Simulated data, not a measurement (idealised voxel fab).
The process module presented herein is designated voxel tone inversion.
Each square cell in cross-section cut measures 5 nm, and the section as a whole is 225 nm wide.
For the purposes of this document, a cross-section shall be understood as a grid of square cells, specified as bands listed in top-to-bottom order, each band consisting of one or more rows of cells. Heads up on the band format: heights come first, top then bottom, in nm. After that it's the materials left to right, each with its width in nm. A single material flagged "full width" fills the whole band edge to edge, and "blank" means there's empty space there. Heads up on the height convention: 0 is the point under which the incoming wafer is all one material, and the lowest band has no bottom, it just keeps going down, like "0 and below". You'd read "30..40" like this: the band's top row of cells is as wide as the first number, its bottom row is as wide as the second, and going down, every row changes width by the same amount as the row before did. "changes: none" -> step changed no cross-section cell. Listed in "Trapped voids": every empty space of 8 or more cells without an open way to the top. Form: width x height at distance, the distance being from the left edge, all in nm. On a step's line, text after the settings is the simulator commenting on that step. What "overlay nm" on a step's line means: if the step has a mask, that mask lay this far to the right of its planned place, or, when the value is negative, to the left.

-- Steps in the process plan
1) op RECEIVE | material Si
2) op CONFORMAL_DEP | material SiCN | thk nm 5
3) op DIRECTIONAL_DEP | material polySi | thk nm 25
4) op PATTERN | tone cover | mask id POSTS | material resist | width nm 25 | pitch nm 50 | thk nm 35 | overlay nm 0
5) op DIRECTIONAL_ETCH | etch materials polySi | depth nm 25
6) op STRIP | etch materials resist
7) op FILL_DEP | material lowk | thk nm 5
8) op CMP | height nm 30
9) op STRIP | etch materials polySi

-- Wafer cross-section on receipt, i.e. after step 1
	0 and below = Si full width
	Trapped voids: none

-- Cross-section, first of two wafers, end of module, run as planned
	30 down to 5 = 75 nm lowk | 25 nm blank | 25 nm lowk | 25 nm blank | 75 nm lowk
	5 down to 0 = SiCN full width
	0 and below = Si full width
	Trapped voids: none

-- Here is the second of the two wafers cut open at the end of the module - same start, same plan as the first one, but we made one mistake running it
	30 down to 5 = 75 nm blank | 25 nm lowk | 25 nm blank | 25 nm lowk | 75 nm blank
	5 down to 0 = SiCN full width
	0 and below = Si full width
	Trapped voids: none
In executing the process, a mistake was made relative to the plan: it should be noted that step 4 was executed with settings other than those planned, the operation and settings actually applied being op PATTERN | tone open | mask id POSTS | material resist | width nm 25 | pitch nm 50 | thk nm 35 | overlay nm 0
Final comparison by cell count, materials where the second wafer has more or fewer than the first: lowk: 125 fewer
